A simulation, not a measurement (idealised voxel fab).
Process module under the name voxel ribs on slabs
Cross-sectional view cut (width: 270 nm; square cell size: 5 nm).
How to read a cross-section here: the picture is a grid of square cells, written as bands going from the top down, and any band can span one or more rows of cells. Band: top height; bottom height; in nm. Then, left to right: material with width in nm, for each material. "throughout": a single material spanning edge to edge. "air": empty space. All heights in this document are referenced to 0, defined as the level beneath which the wafer, as received, consists entirely of one material. The lowest band is not bounded below; it extends indefinitely downward and is written in the form "z 0 and below". A width given as "30 to 40" starts at the first number in the band's top row and ends at the second number in its bottom row, shifting by an equal amount at every step from row to row. Basically "nothing got changed" means that step didn't change any cell in the cross-section. So "Voids, fully enclosed" is basically the list of trapped voids: any empty space of 8 cells or more that can't reach the top through an opening. They're written width x height at distance, the distance being from the left edge, and it's all nm. Post-settings text on a step line: simulator's own remark regarding the step. "overlay nm", when on a step's line for a step with a mask, measures how far to the right of its planned place the mask lay; a negative measure means to the left.
Process steps - plan
1. RECEIVE, material Si
2. DIRECTIONAL_DEP, material SiO2, thk nm 25
3. DIRECTIONAL_DEP, material polySi, thk nm 25
4. DIRECTIONAL_DEP, material aC, thk nm 15
5. PATTERN, tone cover, mask id RIB, material resist, width nm 15, thk nm 35, overlay nm 0
6. DIRECTIONAL_ETCH, etch materials aC, depth nm 15
7. STRIP, etch materials resist
8. DIRECTIONAL_ETCH, etch materials polySi, depth nm 15
9. STRIP, etch materials aC
10. PATTERN, tone cover, mask id SLAB, material resist, width nm 75, thk nm 20, overlay nm 0
11. DIRECTIONAL_ETCH, etch materials polySi, depth nm 10
12. STRIP, etch materials resist
13. FILL_DEP, material SiO2, thk nm 20
14. CMP, height nm 60
15. DIRECTIONAL_DEP, material W, thk nm 5
16. DIRECTIONAL_DEP, material aC, thk nm 10
17. PATTERN, tone cover, mask id HEATER, material resist, width nm 25, thk nm 30, overlay nm 0
18. DIRECTIONAL_ETCH, etch materials aC, depth nm 10
19. STRIP, etch materials resist
20. DIRECTIONAL_ETCH, etch materials W, depth nm 5
21. STRIP, etch materials aC
22. CONFORMAL_DEP, material SiO2, thk nm 5
Wafer, first of two, run as planned
Delivered wafer in cross-section: state after step 1
  z 0 and below | Si throughout
  Voids, fully enclosed: none
You're looking at a cross-section of the wafer after step 2
  z 25 to 0 | SiO2 throughout
  Everything under 0 stays put, no change at all.
You're looking at a cross-section of the wafer after step 3
  z 50 to 25 | polySi throughout
  Everything under 25 stays put, no change at all.
You're looking at a cross-section of the wafer after step 4
  z 65 to 50 | aC throughout
  Everything under 50 stays put, no change at all.
You're looking at a cross-section of the wafer after step 5
  z 100 to 65 | 125 of air, then 15 of resist, then 130 of air
  Everything under 65 stays put, no change at all.
You're looking at a cross-section of the wafer after step 6
  z 85 to 65 | 125 of air, then 15 of resist, then 130 of air
  z 65 to 50 | 125 of air, then 15 of aC, then 130 of air
  Everything under 50 stays put, no change at all.
You're looking at a cross-section of the wafer after step 7
  z 65 to 50 | 125 of air, then 15 of aC, then 130 of air
  Everything under 50 stays put, no change at all.
You're looking at a cross-section of the wafer after step 8
  z 65 to 50 | 125 of air, then 15 of aC, then 130 of air
  z 50 to 35 | 125 of air, then 15 of polySi, then 130 of air
  Everything under 35 stays put, no change at all.
You're looking at a cross-section of the wafer after step 9
  z 50 to 35 | 125 of air, then 15 of polySi, then 130 of air
  Everything under 35 stays put, no change at all.
You're looking at a cross-section of the wafer after step 10
  z 70 to 50 | 95 of air, then 75 of resist, then 100 of air
  z 50 to 35 | 95 of air, then 30 of resist, then 15 of polySi, then 30 of resist, then 100 of air
  Everything under 35 stays put, no change at all.
You're looking at a cross-section of the wafer after step 11
  z 70 to 50 | 95 of air, then 75 of resist, then 100 of air
  z 50 to 35 | 95 of air, then 30 of resist, then 15 of polySi, then 30 of resist, then 100 of air
  z 35 to 25 | 95 of air, then 75 of polySi, then 100 of air
  Everything under 25 stays put, no change at all.
You're looking at a cross-section of the wafer after step 12
  z 50 to 35 | 125 of air, then 15 of polySi, then 130 of air
  Everything under 35 stays put, no change at all.
You're looking at a cross-section of the wafer after step 13
  z 70 to 50 | SiO2 throughout
  z 50 to 35 | 125 of SiO2, then 15 of polySi, then 130 of SiO2
  z 35 to 25 | 95 of SiO2, then 75 of polySi, then 100 of SiO2
  Everything under 25 stays put, no change at all.
You're looking at a cross-section of the wafer after step 14
  z 60 to 50 | SiO2 throughout
  Everything under 50 stays put, no change at all.
You're looking at a cross-section of the wafer after step 15
  z 65 to 60 | W throughout
  Everything under 60 stays put, no change at all.
You're looking at a cross-section of the wafer after step 16
  z 75 to 65 | aC throughout
  Everything under 65 stays put, no change at all.
You're looking at a cross-section of the wafer after step 17
  z 105 to 75 | 120 of air, then 25 of resist, then 125 of air
  Everything under 75 stays put, no change at all.
You're looking at a cross-section of the wafer after step 18
  z 95 to 75 | 120 of air, then 25 of resist, then 125 of air
  z 75 to 65 | 120 of air, then 25 of aC, then 125 of air
  Everything under 65 stays put, no change at all.
You're looking at a cross-section of the wafer after step 19
  z 75 to 65 | 120 of air, then 25 of aC, then 125 of air
  Everything under 65 stays put, no change at all.
You're looking at a cross-section of the wafer after step 20
  z 75 to 65 | 120 of air, then 25 of aC, then 125 of air
  z 65 to 60 | 120 of air, then 25 of W, then 125 of air
  Everything under 60 stays put, no change at all.
You're looking at a cross-section of the wafer after step 21
  z 65 to 60 | 120 of air, then 25 of W, then 125 of air
  Everything under 60 stays put, no change at all.
You're looking at a cross-section of the wafer after step 22
  z 70 to 65 | 115 of air, then 35 of SiO2, then 120 of air
  z 65 to 60 | 120 of SiO2, then 25 of W, then 125 of SiO2
  Everything under 60 stays put, no change at all.
The second wafer: identical to the first at the outset and in its planned sequence, differing only in that one mistake was made during processing; up to and including step 4, its path is the first wafer's path
Second wafer, sectioned view, at step 5's planned end time
  z 100 to 65 | 125 of resist, then 15 of air, then 130 of resist
  Everything under 65 stays put, no change at all.
Second wafer, sectioned view, at step 6's planned end time
  z 85 to 65 | 125 of resist, then 15 of air, then 130 of resist
  z 65 to 50 | 125 of aC, then 15 of air, then 130 of aC
  Everything under 50 stays put, no change at all.
Second wafer, sectioned view, at step 7's planned end time
  z 65 to 50 | 125 of aC, then 15 of air, then 130 of aC
  Everything under 50 stays put, no change at all.
Second wafer, sectioned view, at step 8's planned end time
  z 65 to 50 | 125 of aC, then 15 of air, then 130 of aC
  z 50 to 35 | 125 of polySi, then 15 of air, then 130 of polySi
  Everything under 35 stays put, no change at all.
Second wafer, sectioned view, at step 9's planned end time
  z 50 to 35 | 125 of polySi, then 15 of air, then 130 of polySi
  Everything under 35 stays put, no change at all.
Second wafer, sectioned view, at step 10's planned end time
  z 70 to 50 | 95 of air, then 75 of resist, then 100 of air
  z 50 to 35 | 125 of polySi, then 15 of resist, then 130 of polySi
  Everything under 35 stays put, no change at all.
Second wafer, sectioned view, at step 11's planned end time
  z 70 to 50 | 95 of air, then 75 of resist, then 100 of air
  z 50 to 40 | 95 of air, then 30 of polySi, then 15 of resist, then 30 of polySi, then 100 of air
  Everything under 40 stays put, no change at all.
Second wafer, sectioned view, at step 12's planned end time
  z 50 to 40 | 95 of air, then 30 of polySi, then 15 of air, then 30 of polySi, then 100 of air
  z 40 to 35 | 125 of polySi, then 15 of air, then 130 of polySi
  Everything under 35 stays put, no change at all.
Second wafer, sectioned view, at step 13's planned end time
  z 70 to 50 | SiO2 throughout
  z 50 to 40 | 95 of SiO2, then 30 of polySi, then 15 of SiO2, then 30 of polySi, then 100 of SiO2
  z 40 to 35 | 125 of polySi, then 15 of SiO2, then 130 of polySi
  Everything under 35 stays put, no change at all.
Second wafer, sectioned view, at step 14's planned end time
  z 60 to 50 | SiO2 throughout
  Everything under 50 stays put, no change at all.
Second wafer, sectioned view, at step 15's planned end time
  z 65 to 60 | W throughout
  Everything under 60 stays put, no change at all.
Second wafer, sectioned view, at step 16's planned end time
  z 75 to 65 | aC throughout
  Everything under 65 stays put, no change at all.
Second wafer, sectioned view, at step 17's planned end time
  z 105 to 75 | 120 of air, then 25 of resist, then 125 of air
  Everything under 75 stays put, no change at all.
Second wafer, sectioned view, at step 18's planned end time
  z 95 to 75 | 120 of air, then 25 of resist, then 125 of air
  z 75 to 65 | 120 of air, then 25 of aC, then 125 of air
  Everything under 65 stays put, no change at all.
Second wafer, sectioned view, at step 19's planned end time
  z 75 to 65 | 120 of air, then 25 of aC, then 125 of air
  Everything under 65 stays put, no change at all.
Second wafer, sectioned view, at step 20's planned end time
  z 75 to 65 | 120 of air, then 25 of aC, then 125 of air
  z 65 to 60 | 120 of air, then 25 of W, then 125 of air
  Everything under 60 stays put, no change at all.
Second wafer, sectioned view, at step 21's planned end time
  z 65 to 60 | 120 of air, then 25 of W, then 125 of air
  Everything under 60 stays put, no change at all.
Second wafer, sectioned view, at step 22's planned end time
  z 70 to 65 | 115 of air, then 35 of SiO2, then 120 of air
  z 65 to 60 | 120 of SiO2, then 25 of W, then 125 of SiO2
  Everything under 60 stays put, no change at all.
Here's what went sideways: off-plan run, step 5, actual operation and settings PATTERN, tone open, mask id RIB, material resist, width nm 15, thk nm 35, overlay nm 0
Final wafer comparison in cells, second versus first, more or fewer per material: -144 SiO2; +144 polySi
